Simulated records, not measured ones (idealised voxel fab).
process module | voxel transistor to metal
cross-section cut | 170 nm wide | cells 5 nm
A cross-section is a grid of square cells, given in bands from the top down. A band is one or more rows of cells.
Each band's line starts with the height of the band's top and of its bottom, in nm. Then come its materials from left to right, each with its width in nm. One material with "throughout" fills the band from edge to edge. "air" is empty space.
Height 0 is the level under which the wafer as received is all one material. The lowest band goes on downwards, as in "0 down".
A width such as "30 to 40" changes by the same amount from each row of cells to the next, from the band's top row to its bottom row.
"no change" after a step means that no cell of the cross-section changed.
closed voids: empty space of 8 cells or more with no open way to the top, each as width x height at its distance from the left edge, in nm
after a step's settings: what the simulator itself notes on the step
overlay nm, on a step with a mask: how far to the right of its planned place the mask lay; to the left if negative
plan
1 op RECEIVE | material Si
2 op CONFORMAL_DEP | material SiO2 | thk nm 5
3 op CONFORMAL_DEP | material SiN | thk nm 15
4 op DIRECTIONAL_DEP | material aC | thk nm 10
5 op PATTERN | tone cover | mask id ACTIVE | material resist | width nm 95 | thk nm 25 | overlay nm 0
6 op DIRECTIONAL_ETCH | etch materials aC | depth nm 10
7 op STRIP | etch materials resist
8 op DIRECTIONAL_ETCH | etch materials SiN | depth nm 15
9 op DIRECTIONAL_ETCH | etch materials SiO2 | depth nm 5
10 op DIRECTIONAL_ETCH | etch materials Si | depth nm 35
11 op STRIP | etch materials aC
12 op OXIDIZE | depth nm 5
13 op FILL_DEP | material SiO2 | thk nm 10
14 op CMP | height nm 20
15 op SELECTIVE_ETCH | etch materials SiO2 | depth nm 10
16 op STRIP | etch materials SiN
17 op SELECTIVE_ETCH | etch materials SiO2 | depth nm 5
18 op OXIDIZE | depth nm 5
19 op DIRECTIONAL_DEP | material polySi | thk nm 20
20 op DIRECTIONAL_DEP | material SiCN | thk nm 15
21 op MASKED_ETCH | tone cover | mask id GATE | width nm 15 | etch materials SiCN | depth nm 25 | overlay nm 0
22 op MASKED_ETCH | tone cover | mask id GATE | width nm 15 | etch materials polySi | depth nm 30 | overlay nm 0
23 op CONFORMAL_DEP | material SiN | thk nm 10
24 op DIRECTIONAL_ETCH | etch materials SiN | depth nm 10
25 op DIRECTIONAL_ETCH | etch materials SiO2 | depth nm 5
26 op DIRECTIONAL_ETCH | etch materials Si | depth nm 5
27 op EPI | material SiGe | thk nm 10
28 op FILL_DEP | material SiO2 | thk nm 10
29 op CMP | height nm 35
30 op DIRECTIONAL_DEP | material SiO2 | thk nm 15
31 op DIRECTIONAL_DEP | material aC | thk nm 15
32 op PATTERN | tone open | mask id CONTACT | material resist | width nm 15 | pitch nm 70 | thk nm 30 | overlay nm 0
33 op DIRECTIONAL_ETCH | etch materials aC | depth nm 15
34 op STRIP | etch materials resist
35 op DIRECTIONAL_ETCH | etch materials SiO2 | depth nm 50
36 op STRIP | etch materials aC
37 op CONFORMAL_DEP | material TiN | thk nm 5
38 op FILL_DEP | material Ru | thk nm 10
39 op CMP | height nm 50
40 op DIRECTIONAL_DEP | material TiN | thk nm 5
41 op DIRECTIONAL_DEP | material W | thk nm 25
42 op PATTERN | tone cover | mask id METAL_1 | material resist | width nm 15 | pitch nm 70 | thk nm 20 | overlay nm 0
43 op DIRECTIONAL_ETCH | etch materials W | depth nm 25
44 op DIRECTIONAL_ETCH | etch materials TiN | depth nm 5
45 op STRIP | etch materials resist
46 op FILL_DEP | material lowk | thk nm 10
47 op CMP | height nm 70
48 op CONFORMAL_DEP | material SiCN | thk nm 5
varied across the wafers: height nm of step 47. The plan shows the first wafer's value. All wafers start alike
first wafer as received, after step 1
  0 down: Si throughout
  closed voids: none
first wafer at the end, after step 48
  75 to 70: SiCN throughout
  70 to 55: lowk 40 | W 15 | lowk 55 | W 15 | lowk 45
  55 to 50: lowk 40 | TiN 15 | lowk 55 | TiN 15 | lowk 45
  50 to 35: SiO2 40 | TiN 5 | Ru 5 | TiN 5 | SiO2 55 | TiN 5 | Ru 5 | TiN 5 | SiO2 45
  35 to 20: SiO2 40 | TiN 5 | Ru 5 | TiN 5 | SiO2 10 | SiN 10 | SiCN 15 | SiN 10 | SiO2 10 | TiN 5 | Ru 5 | TiN 5 | SiO2 45
  20 to 5: SiO2 40 | TiN 5 | Ru 5 | TiN 5 | SiO2 10 | SiN 10 | polySi 15 | SiN 10 | SiO2 10 | TiN 5 | Ru 5 | TiN 5 | SiO2 45
  5 to 0: SiO2 30 | SiN 10 | TiN 15 | SiGe 10 | SiN 10 | polySi 15 | SiN 10 | SiGe 10 | TiN 15 | SiN 10 | SiO2 35
  0 to -5: SiO2 40 | SiGe 25 | SiO2 35 | SiGe 25 | SiO2 45
  -5 to -10: SiO2 40 | SiGe 25 | Si 35 | SiGe 25 | SiO2 45
  -10 to -40: SiO2 40 | Si 85 | SiO2 45
  -40 down: Si throughout
  closed voids: none
last wafer at the end
  95 to 90: SiCN throughout
  90 to 80: lowk throughout
  80 to 55: lowk 40 | W 15 | lowk 55 | W 15 | lowk 45
  55 to 50: lowk 40 | TiN 15 | lowk 55 | TiN 15 | lowk 45
  50 to 35: SiO2 40 | TiN 5 | Ru 5 | TiN 5 | SiO2 55 | TiN 5 | Ru 5 | TiN 5 | SiO2 45
  35 to 20: SiO2 40 | TiN 5 | Ru 5 | TiN 5 | SiO2 10 | SiN 10 | SiCN 15 | SiN 10 | SiO2 10 | TiN 5 | Ru 5 | TiN 5 | SiO2 45
  20 to 5: SiO2 40 | TiN 5 | Ru 5 | TiN 5 | SiO2 10 | SiN 10 | polySi 15 | SiN 10 | SiO2 10 | TiN 5 | Ru 5 | TiN 5 | SiO2 45
  5 to 0: SiO2 30 | SiN 10 | TiN 15 | SiGe 10 | SiN 10 | polySi 15 | SiN 10 | SiGe 10 | TiN 15 | SiN 10 | SiO2 35
  0 to -5: SiO2 40 | SiGe 25 | SiO2 35 | SiGe 25 | SiO2 45
  -5 to -10: SiO2 40 | SiGe 25 | Si 35 | SiGe 25 | SiO2 45
  -10 to -40: SiO2 40 | Si 85 | SiO2 45
  -40 down: Si throughout
  closed voids: none
each wafer at the end: cells of each material gained (+) or lost (-) since it was received, then its closed voids
height nm 70 | +18 Ru | -163 Si | +43 SiCN | +24 SiGe | +32 SiN | +366 SiO2 | +48 TiN | +18 W | +112 lowk | +12 polySi | closed voids: none
height nm 75 | +18 Ru | -163 Si | +43 SiCN | +24 SiGe | +32 SiN | +366 SiO2 | +48 TiN | +24 W | +140 lowk | +12 polySi | closed voids: none
height nm 80 | +18 Ru | -163 Si | +43 SiCN | +24 SiGe | +32 SiN | +366 SiO2 | +48 TiN | +30 W | +168 lowk | +12 polySi | closed voids: none
height nm 85 | +18 Ru | -163 Si | +43 SiCN | +24 SiGe | +32 SiN | +366 SiO2 | +48 TiN | +30 W | +202 lowk | +12 polySi | closed voids: none
height nm 90 | +18 Ru | -163 Si | +43 SiCN | +24 SiGe | +32 SiN | +366 SiO2 | +48 TiN | +30 W | +236 lowk | +12 polySi | closed voids: none
